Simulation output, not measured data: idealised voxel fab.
Presented below is a process module, voxel gate over fins.
Displayed cross-section: cut, width of 285 nm, square cells sized 5 nm.
Reading order for cross-sections: top band down to bottom band. Underlying form: a grid of square cells. Band size: one or more rows of cells.
Heights first: top, then bottom, in nm. Then materials, left to right, each with a width in nm. "edge to edge" on a single material: fills the band edge to edge. "blank": empty space.
We count height from 0. Below that, the starting wafer is all one material. The lowest band never ends at the bottom but goes on down; see "top 0, no bottom" for how that is written.
You'd read "30 to 40" like this: the band's top row of cells is as wide as the first number, its bottom row is as wide as the second, and going down, every row changes width by the same amount as the row before did.
"no change occurred" for a step: no cell of the cross-section changed in that step.
"Closed void catalog" enumerates empty spaces isolated from the top, with no open way to it, that contain at least 8 cells, giving each as width x height at distance from the left edge, all three in nm.
That trailing text on a step's line, after the settings, is the simulator's own remark on the step.
overlay nm: right-of-plan distance of the mask on a masked step; negative values mean left-of-plan.

plan:
step 1: RECEIVE, material Si
step 2: CONFORMAL_DEP, material SiN, thk nm 5
step 3: MASKED_ETCH, tone cover, mask id FINS, width nm 15, pitch nm 60, etch materials SiN, depth nm 5, overlay nm 0
step 4: MASKED_ETCH, tone cover, mask id FINS, width nm 15, pitch nm 60, etch materials Si, depth nm 35, overlay nm 0
step 5: OXIDIZE, depth nm 5
step 6: FILL_DEP, material SiO2, thk nm 5
step 7: CMP, height nm 5
step 8: PATTERN, tone open, mask id RAIL, material resist, width nm 15, thk nm 20, overlay nm 0
step 9: DIRECTIONAL_ETCH, etch materials SiO2, depth nm 35
step 10: STRIP, etch materials resist
step 11: CONFORMAL_DEP, material TiN, thk nm 5
step 12: FILL_DEP, material W, thk nm 10
step 13: CMP, height nm 5
step 14: SELECTIVE_ETCH, etch materials W Ru TiN, depth nm 30
step 15: FILL_DEP, material SiO2, thk nm 5
step 16: CMP, height nm 5
step 17: SELECTIVE_ETCH, etch materials SiO2, depth nm 10
step 18: STRIP, etch materials SiN
step 19: CONFORMAL_DEP, material HfO2, thk nm 5
step 20: CONFORMAL_DEP, material TiN, thk nm 5
step 21: FILL_DEP, material W, thk nm 10
step 22: CMP, height nm 15
step 23: CONFORMAL_DEP, material SiN, thk nm 10
Same starting wafers, different depth nm at step 17. Plan value belongs to the first wafer.

Cross-section of the first of several received wafers, showing its state after step 1:
- top 0, no bottom | Si edge to edge
- Closed void catalog: none

The table below has one row for each wafer; a row shows, as of the end of the module, how many cells of each material the wafer has gained, marked (+), or lost, marked (-), since it was received, and then the wafer's closed voids:
depth nm 10; +65 HfO2; -424 Si; +114 SiN; +368 SiO2; +68 TiN; +94 W; Closed void catalog: none
depth nm 15; +73 HfO2; -424 Si; +114 SiN; +315 SiO2; +76 TiN; +131 W; Closed void catalog: none
depth nm 20; +81 HfO2; -424 Si; +114 SiN; +262 SiO2; +84 TiN; +168 W; Closed void catalog: none
depth nm 25; +89 HfO2; -424 Si; +114 SiN; +209 SiO2; +92 TiN; +205 W; Closed void catalog: none
depth nm 30; +97 HfO2; -424 Si; +114 SiN; +156 SiO2; +100 TiN; +242 W; Closed void catalog: none
depth nm 35; +107 HfO2; -424 Si; +114 SiN; +106 SiO2; +110 TiN; +272 W; Closed void catalog: none
